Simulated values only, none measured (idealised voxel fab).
The process module that follows is named voxel double patterning.
It is cross-section cut that appears here, measuring 160 nm in width, its square cells being 5 nm in size.
A cross-section is a grid of square cells, given in bands from the top down. A band is one or more rows of cells.
Basically the band line says how high the top is and how high the bottom is, in nm, and then what's in it from left to right, every material with its width in nm. Empty space shows up as "blank", and if a single material carries "everywhere" it runs the full band edge to edge.
For the purposes of this specification, 0 denotes the height below which the wafer in its as-received condition is composed wholly of one material, and the lowermost band, lacking a lower limit, extends downward without end, as expressed in "z 0 and below".
With a width like "30 to 40", each row of cells in the band differs from the next by the same amount, the top row carrying the first number and the bottom row the second.
The designation "no change", where it is given for a processing step, indicates that no cell of the cross-section was altered in the course of that step.
Closed-off voids of 8+ cells (no open route to the top) go in "Closed void register", written width x height at distance from the left edge, in nm.
Step line, after settings: the simulator's comment on this step.
"overlay nm" on a masked step: distance the mask lay right of its planned place, negative for left.

-- Process steps - plan
step 1: op RECEIVE | material Si
step 2: op CONFORMAL_DEP | material SiO2 | thk nm 10
step 3: op DIRECTIONAL_DEP | material polySi | thk nm 15
step 4: op DIRECTIONAL_DEP | material SiN | thk nm 10
step 5: op PATTERN | tone open | mask id FIRST | material resist | width nm 15 | pitch nm 50 | thk nm 20 | overlay nm 0
step 6: op DIRECTIONAL_ETCH | etch materials SiN | depth nm 10
step 7: op STRIP | etch materials resist
step 8: op MASKED_ETCH | tone open | mask id SECOND | width nm 15 | pitch nm 50 | etch materials SiN | depth nm 10 | overlay nm 0
step 9: op DIRECTIONAL_ETCH | etch materials polySi | depth nm 15
step 10: op STRIP | etch materials SiN

-- As-received wafer cross-section (after step 1)
	z 0 and below = Si everywhere
	Closed void register: none

-- First of two wafers: cross-section at end of module, run per plan
	z 25 to 10 = polySi: 20  blank: 15  polySi: 10  blank: 15  polySi: 10  blank: 15  polySi: 10  blank: 15  polySi: 10  blank: 15  polySi: 25
	z 10 to 0 = SiO2 everywhere
	z 0 and below = Si everywhere
	Closed void register: none

-- Wafer two, end of module, cross-section. Same start, same plan as wafer one. One mistake in the run
	z 25 to 10 = polySi: 20  blank: 15  polySi: 20  blank: 30  polySi: 20  blank: 30  polySi: 25
	z 10 to 0 = SiO2 everywhere
	z 0 and below = Si everywhere
	Closed void register: none
Against the plan, the run slipped here: note that step 8 departed from the planned setting and was carried out as op MASKED_ETCH | tone open | mask id SECOND | width nm 15 | pitch nm 50 | etch materials SiN | depth nm 10 | overlay nm 10
So at the finish, the second wafer's got exactly as many cells of each material as the first, just not in the same spots.
